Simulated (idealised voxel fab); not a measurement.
process module | voxel air gaps
cross-section cut | 165 nm wide | cells 5 nm
A cross-section is a grid of square cells, given in bands from the top down. A band is one or more rows of cells.
Each band's line starts with the height of the band's top and of its bottom, in nm. Then come its materials from left to right, each with its width in nm. One material with "throughout" fills the band from edge to edge. "air" is empty space.
Height 0 is the level under which the wafer as received is all one material. The lowest band goes on downwards, as in "0 down".
A width such as "30 to 40" changes by the same amount from each row of cells to the next, from the band's top row to its bottom row.
"no change" after a step means that no cell of the cross-section changed.
closed voids: empty space of 8 cells or more with no open way to the top, each as width x height at its distance from the left edge, in nm
after a step's settings: what the simulator itself notes on the step
overlay nm, on a step with a mask: how far to the right of its planned place the mask lay; to the left if negative
plan
1 op RECEIVE | material Si
2 op CONFORMAL_DEP | material SiO2 | thk nm 10
3 op CONFORMAL_DEP | material SiN | thk nm 5
4 op DIRECTIONAL_DEP | material lowk | thk nm 35
5 op PATTERN | tone open | mask id LINES | material resist | width nm 15 | pitch nm 40 | thk nm 15 | overlay nm 0
6 op DIRECTIONAL_ETCH | etch materials lowk | depth nm 35
7 op STRIP | etch materials resist
8 op CONFORMAL_DEP | material TiN | thk nm 5
9 op FILL_DEP | material W | thk nm 5
10 op CMP | height nm 50
11 op EPI | material Ru | thk nm 10
12 op SELECTIVE_ETCH | etch materials lowk | depth nm 45
13 op CONFORMAL_DEP | material SiCN | thk nm 5
as received, after step 1
  0 down: Si throughout
  closed voids: none
a wafer at the end: this start, this plan, one mistake
  65 to 60: SiCN throughout
  60 to 50: Ru throughout
  50 to 45: TiN 40 | W 5 | TiN 35 | W 5 | TiN 35 | W 5 | TiN 40
  45 to 15: lowk 35 | TiN 5 | W 5 | TiN 5 | lowk 25 | TiN 5 | W 5 | TiN 5 | lowk 25 | TiN 5 | W 5 | TiN 5 | lowk 35
  15 to 10: lowk 35 | TiN 15 | lowk 25 | TiN 15 | lowk 25 | TiN 15 | lowk 35
  10 to 0: SiO2 throughout
  0 down: Si throughout
  closed voids: none
what went wrong: step 3 was left out
